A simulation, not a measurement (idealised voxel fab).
process module | voxel released beams
cross-section cut | 210 nm wide | cells 5 nm
A cross-section is a grid of square cells, given in bands from the top down. A band is one or more rows of cells.
Each band's line starts with the height of the band's top and of its bottom, in nm. Then come its materials from left to right, each with its width in nm. One material with "throughout" fills the band from edge to edge. "air" is empty space.
Height 0 is the level under which the wafer as received is all one material. The lowest band goes on downwards, as in "0 down".
A width such as "30 to 40" changes by the same amount from each row of cells to the next, from the band's top row to its bottom row.
"no change" after a step means that no cell of the cross-section changed.
closed voids: empty space of 8 cells or more with no open way to the top, each as width x height at its distance from the left edge, in nm
after a step's settings: what the simulator itself notes on the step
overlay nm, on a step with a mask: how far to the right of its planned place the mask lay; to the left if negative
plan
1 op RECEIVE | material Si
2 op CONFORMAL_DEP | material Al2O3 | thk nm 5
3 op DIRECTIONAL_DEP | material SiO2 | thk nm 20
4 op DIRECTIONAL_DEP | material aC | thk nm 10
5 op PATTERN | tone open | mask id ANCHOR | material resist | width nm 35 | thk nm 25 | overlay nm 0
6 op DIRECTIONAL_ETCH | etch materials aC | depth nm 10
7 op STRIP | etch materials resist
8 op DIRECTIONAL_ETCH | etch materials SiO2 | depth nm 20
9 op STRIP | etch materials aC
10 op CONFORMAL_DEP | material W | thk nm 10
11 op MASKED_ETCH | tone cover | mask id BEAM | width nm 80 | etch materials W | depth nm 10 | overlay nm 0
12 op STRIP | etch materials SiO2
first wafer, as planned
as received, after step 1
  0 down: Si throughout
  closed voids: none
after step 2
  5 to 0: Al2O3 throughout
  below 0: unchanged
after step 3
  25 to 5: SiO2 throughout
  below 5: unchanged
after step 4
  35 to 25: aC throughout
  below 25: unchanged
after step 5
  60 to 35: resist 65 | air 35 | resist 110
  below 35: unchanged
after step 6
  50 to 35: resist 65 | air 35 | resist 110
  35 to 25: aC 65 | air 35 | aC 110
  below 25: unchanged
after step 7
  35 to 25: aC 65 | air 35 | aC 110
  below 25: unchanged
after step 8
  35 to 25: aC 65 | air 35 | aC 110
  25 to 5: SiO2 65 | air 35 | SiO2 110
  below 5: unchanged
after step 9
  25 to 5: SiO2 65 | air 35 | SiO2 110
  below 5: unchanged
after step 10
  35 to 25: W 75 | air 15 | W 120
  25 to 15: SiO2 65 | W 10 | air 15 | W 10 | SiO2 110
  15 to 5: SiO2 65 | W 35 | SiO2 110
  below 5: unchanged
after step 11
  35 to 25: air 60 | W 15 | air 15 | W 50 | air 70
  below 25: unchanged
after step 12
  35 to 25: air 60 | W 15 | air 15 | W 50 | air 70
  25 to 15: air 65 | W 10 | air 15 | W 10 | air 110
  15 to 5: air 65 | W 35 | air 110
  below 5: unchanged
second wafer: like start, like plan, one mistake. Through step 10 it matches the first wafer
when step 11 should have ended
  35 to 25: air 60 | W 15 | air 15 | W 50 | air 70
  below 25: unchanged
when step 12 should have ended
  35 to 25: air 60 | W 15 | air 15 | W 50 | air 70
  25 to 15: air 65 | W 10 | air 15 | W 10 | air 110
  15 to 5: air 65 | W 35 | air 110
  below 5: unchanged
what went wrong: step 11 was run twice
at the end the two cross-sections are the same: no effect in what this model computes
